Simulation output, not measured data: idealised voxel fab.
Process module under the name voxel capacitor over wiring
The figure presents cross-section cut, which has a width of 185 nm and is divided into square cells with an edge length of 5 nm.
This document writes a cross-section as a grid whose cells are square, and gives it as bands, listed from the top down; one or more rows of cells form a band.
This entry defines a band. It first specifies the height of the band's top and the height of its bottom in nm, and then specifies the band's materials from left to right, stating each material with its width in nm. The word "full width" identifies a single material that fills the band from edge to edge, while the word "air" identifies empty space.
Counting heights begins at 0, where everything beneath is, in the wafer as received, one material. The lowest band has no bottom; it goes on downwards, as "from 0 down" shows.
Width spec "30->40" -> top row of cells at first value, bottom row at second value, equal per-row change in between.
Any step labelled "same as before" changed none of the cells in the cross-section.
In "Unvented internal voids" the enclosed voids are listed, meaning empty spaces of 8 cells or larger without any opening to the top. The form is width x height at distance, distance from the left edge, units nm.
Text after the settings on a step's line: the simulator's own remark on that step.
"overlay nm" answers the question of how far to the right of plan the mask lay on a step that has a mask, and when it is negative the answer is to the left.
Planned step list for the process:
1: RECEIVE (material Si)
2: CONFORMAL_DEP (material SiO2; thk nm 15)
3: CONFORMAL_DEP (material SiCN; thk nm 5)
4: DIRECTIONAL_DEP (material lowk; thk nm 20)
5: DIRECTIONAL_DEP (material aC; thk nm 15)
6: PATTERN (tone open; mask id METAL_1; material resist; width nm 20; pitch nm 75; thk nm 35; overlay nm 0)
7: DIRECTIONAL_ETCH (etch materials aC; depth nm 15)
8: STRIP (etch materials resist)
9: DIRECTIONAL_ETCH (etch materials lowk; depth nm 20)
10: DIRECTIONAL_ETCH (etch materials SiCN; depth nm 5)
11: STRIP (etch materials aC)
12: CONFORMAL_DEP (material TiN; thk nm 5)
13: FILL_DEP (material W; thk nm 5)
14: CMP (height nm 40)
15: CONFORMAL_DEP (material SiCN; thk nm 5)
16: DIRECTIONAL_DEP (material SiO2; thk nm 15)
17: PATTERN (tone open; mask id PLUG_1; material resist; width nm 15; thk nm 20; overlay nm 0)
18: DIRECTIONAL_ETCH (etch materials SiO2; depth nm 15)
19: DIRECTIONAL_ETCH (etch materials SiCN; depth nm 5)
20: STRIP (etch materials resist)
21: EPI (material Ru; thk nm 10)
22: EPI (material Ru; thk nm 10)
23: DIRECTIONAL_DEP (material TiN; thk nm 5)
24: DIRECTIONAL_DEP (material Al2O3; thk nm 5)
25: DIRECTIONAL_DEP (material TiN; thk nm 5)
26: DIRECTIONAL_DEP (material aC; thk nm 15)
27: PATTERN (tone cover; mask id UPPER_PLATE; material resist; width nm 60; thk nm 30; overlay nm 0)
28: DIRECTIONAL_ETCH (etch materials aC; depth nm 15)
29: STRIP (etch materials resist)
30: DIRECTIONAL_ETCH (etch materials TiN; depth nm 5)
31: DIRECTIONAL_ETCH (etch materials Al2O3; depth nm 5)
32: STRIP (etch materials aC)
33: PATTERN (tone cover; mask id LOWER_PLATE; material resist; width nm 70; thk nm 20; overlay nm 0)
34: DIRECTIONAL_ETCH (etch materials TiN; depth nm 5)
35: STRIP (etch materials resist)
36: FILL_DEP (material SiO2; thk nm 15)
37: CMP (height nm 85)
38: MASKED_ETCH (tone open; mask id PLUG_2; width nm 15; etch materials SiO2; depth nm 10; overlay nm 0)
39: CONFORMAL_DEP (material TiN; thk nm 5)
40: FILL_DEP (material Ru; thk nm 5)
41: CMP (height nm 85)
42: CONFORMAL_DEP (material SiN; thk nm 5)
Wafer cross-section on receipt, i.e. after step 1:
* from 0 down: Si full width
* Unvented internal voids: none
Cross-section: first of two wafers, module finished, run according to plan:
* from 90 to 85: SiN full width
* from 85 to 80: SiO2=60, TiN=5, Ru=5, TiN=5, SiO2=110
* from 80 to 70: SiO2=60->50, TiN=15->60, SiO2=110->75
* from 70 to 65: SiO2=50, Al2O3=60, SiO2=75
* from 65 to 60: SiO2=45, TiN=70, SiO2=70
* from 60 to 45: SiO2=50, Ru=15, SiO2=120
* from 45 to 40: SiCN=50, Ru=15, SiCN=120
* from 40 to 20: lowk=45, TiN=5, W=10, TiN=5, lowk=55, TiN=5, W=10, TiN=5, lowk=45
* from 20 to 15: SiCN=45, TiN=20, SiCN=55, TiN=20, SiCN=45
* from 15 to 0: SiO2 full width
* from 0 down: Si full width
* Unvented internal voids: none
This is the second of the two wafers, cross-sectioned at the end of the module; it started exactly like the first and was given the same plan, but it was run with one mistake:
* from 90 to 85: SiN full width
* from 85 to 80: SiO2=60, TiN=5, Ru=5, TiN=5, SiO2=110
* from 80 to 70: SiO2=60->65, TiN=15->45, SiO2=110->75
* from 70 to 65: SiO2=65, Al2O3=45, SiO2=75
* from 65 to 60: SiO2=45, TiN=70, SiO2=70
* from 60 to 55: SiO2=50, Al2O3=15, SiO2=120
* from 55 to 50: SiO2=50, TiN=15, SiO2=120
* from 50 to 45: SiO2 full width
* from 45 to 40: SiCN full width
* from 40 to 20: lowk=45, TiN=5, W=10, TiN=5, lowk=55, TiN=5, W=10, TiN=5, lowk=45
* from 20 to 15: SiCN=45, TiN=20, SiCN=55, TiN=20, SiCN=45
* from 15 to 0: SiO2 full width
* from 0 down: Si full width
* Unvented internal voids: none
Deviation from plan: heads up, step 18 didn't go per plan, it actually ran as DIRECTIONAL_ETCH (etch materials SiO2; depth nm 10)
Wrapping up, a cell-based count of both wafers puts the second over or under the first for these materials: Ru: 12 fewer | SiCN: 3 more | SiO2: 9 more
